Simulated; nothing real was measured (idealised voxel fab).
voxel self aligned contacts: a process module
Shown is cross-section cut, with a width of 140 nm and square cells of size 5 nm.
In this document a cross-section is written as a grid of square cells. It is given as a series of bands, listed from the top down, and a band is one or more rows of cells.
Quick guide to a band line: top height, bottom height (nm) up front; then every material left to right with its width in nm. Only one material and it's marked "full width"? Then it fills the band edge to edge. And "blank" just means empty space.
Convention: height 0 is the level below which the wafer, as received, is all one material. The lowest band does not terminate at the bottom but continues downward, represented as "z 0 and below".
Quick explanation for "30 to 40": the width changes in equal steps down the rows of cells, from the first number in the band's top row to the second number in its bottom row.
"no modification" after a step means that no cell of the cross-section changed.
Closed empty spaces (no open way to the top) of 8 cells or more are what "Voids lacking openings" lists, each as width x height at distance from the left edge, nm for all three.
Text after the settings on a step's line: the simulator's own remark on that step.
"overlay nm" answers the question of how far to the right of plan the mask lay on a step that has a mask, and when it is negative the answer is to the left.
THE STEPS PLANNED FOR THE PROCESS ARE AS FOLLOWS
1) RECEIVE,material Si
2) OXIDIZE,depth nm 5
3) DIRECTIONAL_DEP,material polySi,thk nm 25
4) DIRECTIONAL_DEP,material SiN,thk nm 25
5) PATTERN,tone cover,mask id GATE,material resist,width nm 35,pitch nm 75,thk nm 20,overlay nm 0
6) DIRECTIONAL_ETCH,etch materials SiN,depth nm 25
7) DIRECTIONAL_ETCH,etch materials polySi,depth nm 25
8) STRIP,etch materials resist
9) CONFORMAL_DEP,material SiN,thk nm 10
10) DIRECTIONAL_ETCH,etch materials SiN,depth nm 10
11) FILL_DEP,material SiO2,thk nm 10
12) CMP,height nm 55
13) PATTERN,tone open,mask id CONTACT,material resist,width nm 50,thk nm 20,overlay nm 0
14) DIRECTIONAL_ETCH,etch materials SiO2,depth nm 60
15) STRIP,etch materials resist
16) CONFORMAL_DEP,material TiN,thk nm 5
17) FILL_DEP,material W,thk nm 10
18) CMP,height nm 55
19) CONFORMAL_DEP,material SiCN,thk nm 5
CROSS-SECTIONAL VIEW OF THE WAFER IN ITS AS-RECEIVED CONDITION, CORRESPONDING TO THE STATE AFTER STEP 1
- z 0 and below = Si full width
- Voids lacking openings: none
CROSS-SECTION, FIRST OF TWO WAFERS, END OF MODULE, RUN AS PLANNED
- z 60 to 55 = SiCN full width
- z 55 to 50 = SiO2 45, then TiN 20, then W 10, then TiN 20, then SiO2 45
- z 50 to 25 = SiO2 5, then SiN 55, then TiN 5, then W 10, then TiN 5, then SiN 55, then SiO2 5
- z 25 to 0 = SiO2 5, then SiN 10, then polySi 35, then SiN 10, then TiN 5, then W 10, then TiN 5, then SiN 10, then polySi 35, then SiN 10, then SiO2 5
- z 0 to -5 = SiO2 60, then TiN 20, then SiO2 60
- z -5 and below = Si full width
- Voids lacking openings: none
HERE'S THE SECOND OF OUR TWO WAFERS SECTIONED AT MODULE END. SAME START AS THE FIRST, SAME PLAN, BUT ONE MISTAKE GOT MADE RUNNING IT
- z 60 to 55 = SiCN full width
- z 55 to 50 = SiO2 35, then TiN 30, then W 10, then TiN 10, then SiO2 55
- z 50 to 25 = SiO2 5, then SiN 55, then TiN 5, then W 10, then TiN 5, then SiN 55, then SiO2 5
- z 25 to 0 = SiO2 5, then SiN 10, then polySi 35, then SiN 10, then TiN 5, then W 10, then TiN 5, then SiN 10, then polySi 35, then SiN 10, then SiO2 5
- z 0 to -5 = SiO2 60, then TiN 20, then SiO2 60
- z -5 and below = Si full width
- Voids lacking openings: none
Misprocessing identified: step 13: run off-plan, actual operation and settings PATTERN,tone open,mask id CONTACT,material resist,width nm 50,thk nm 20,overlay nm -10
at the end the second wafer has, in cells: as many of each material as the first, in other places
